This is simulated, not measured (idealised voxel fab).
The name of this process module is voxel self aligned vias.
It is cross-section cut that appears here, measuring 215 nm in width, its square cells being 5 nm in size.
Cross-section, as written here: a square-cell grid given band by band from the top down, where a band holds one or more rows of cells.
A band entry consists of two parts. The first gives the height of the band's top and the height of its bottom, in nm. The rest lists the band's materials from left to right, each with its width in nm. A single material labelled with the word "full width" fills the band from edge to edge, and the word "empty" marks empty space.
Heights from 0 (as-received wafer is one material below). Bottom band endless downward, as "0 down".
Per-row width for "30 to 40": begins at first number (top row of band), ends at second number (bottom row), increment between rows held constant.
What does "stayed the same" mean for a step? It means no cell of the cross-section changed in that step.
Enclosed cavities: empty space of 8 cells or more with no open way to the top, each as width x height at its distance from the left edge, in nm
If you see something after the settings on a step's line, that's the simulator's own remark about that step.
overlay nm: mask offset rightward from planned place, masked step; negative means leftward offset.

-- Steps planned for the process
step 1: RECEIVE with material Si
step 2: CONFORMAL_DEP with material SiO2, thk nm 15
step 3: CONFORMAL_DEP with material SiCN, thk nm 5
step 4: DIRECTIONAL_DEP with material lowk, thk nm 30
step 5: PATTERN with tone open, mask id LINES, material resist, width nm 30, pitch nm 70, thk nm 15, overlay nm 0
step 6: DIRECTIONAL_ETCH with etch materials lowk, depth nm 30
step 7: STRIP with etch materials resist
step 8: CONFORMAL_DEP with material TiN, thk nm 5
step 9: FILL_DEP with material W, thk nm 10
step 10: CMP with height nm 50
step 11: SELECTIVE_ETCH with etch materials W Ru TiN, depth nm 5
step 12: FILL_DEP with material SiN, thk nm 5
step 13: CMP with height nm 50
step 14: DIRECTIONAL_DEP with material lowk, thk nm 15
step 15: MASKED_ETCH with tone open, mask id VIAS, width nm 50, pitch nm 70, etch materials lowk, depth nm 15, overlay nm 0
step 16: MASKED_ETCH with tone open, mask id VIAS, width nm 50, pitch nm 70, etch materials SiN, depth nm 5, overlay nm 0
step 17: CONFORMAL_DEP with material TiN, thk nm 5
step 18: FILL_DEP with material W, thk nm 5
step 19: CMP with height nm 65
step 20: CONFORMAL_DEP with material SiCN, thk nm 5

-- as received, after step 1
- 0 down  Si full width
- Enclosed cavities: none

-- The cross-section shown corresponds to the wafer at the conclusion of the module. The initial structure and the process plan are those presented above; however, one mistake occurred in executing the plan
- 70 to 65  SiCN full width
- 65 to 55  45 nm lowk; 5 nm TiN; 40 nm W; 5 nm TiN; 20 nm lowk; 5 nm TiN; 40 nm W; 5 nm TiN; 50 nm lowk
- 55 to 50  45 nm lowk; 15 nm TiN; 20 nm W; 15 nm TiN; 20 nm lowk; 15 nm TiN; 20 nm W; 15 nm TiN; 50 nm lowk
- 50 to 45  55 nm lowk; 30 nm TiN; 40 nm lowk; 30 nm TiN; 60 nm lowk
- 45 to 40  55 nm lowk; 5 nm TiN; 20 nm W; 5 nm TiN; 40 nm lowk; 5 nm TiN; 20 nm W; 5 nm TiN; 60 nm lowk
- 40 to 35  55 nm lowk; 30 nm TiN; 40 nm lowk; 30 nm TiN; 60 nm lowk
- 35 to 30  SiCN full width
- 30 to 0  SiO2 full width
- 0 down  Si full width
- Enclosed cavities: none
Deviation noted in wafer processing: step 2 in the plan was executed twice
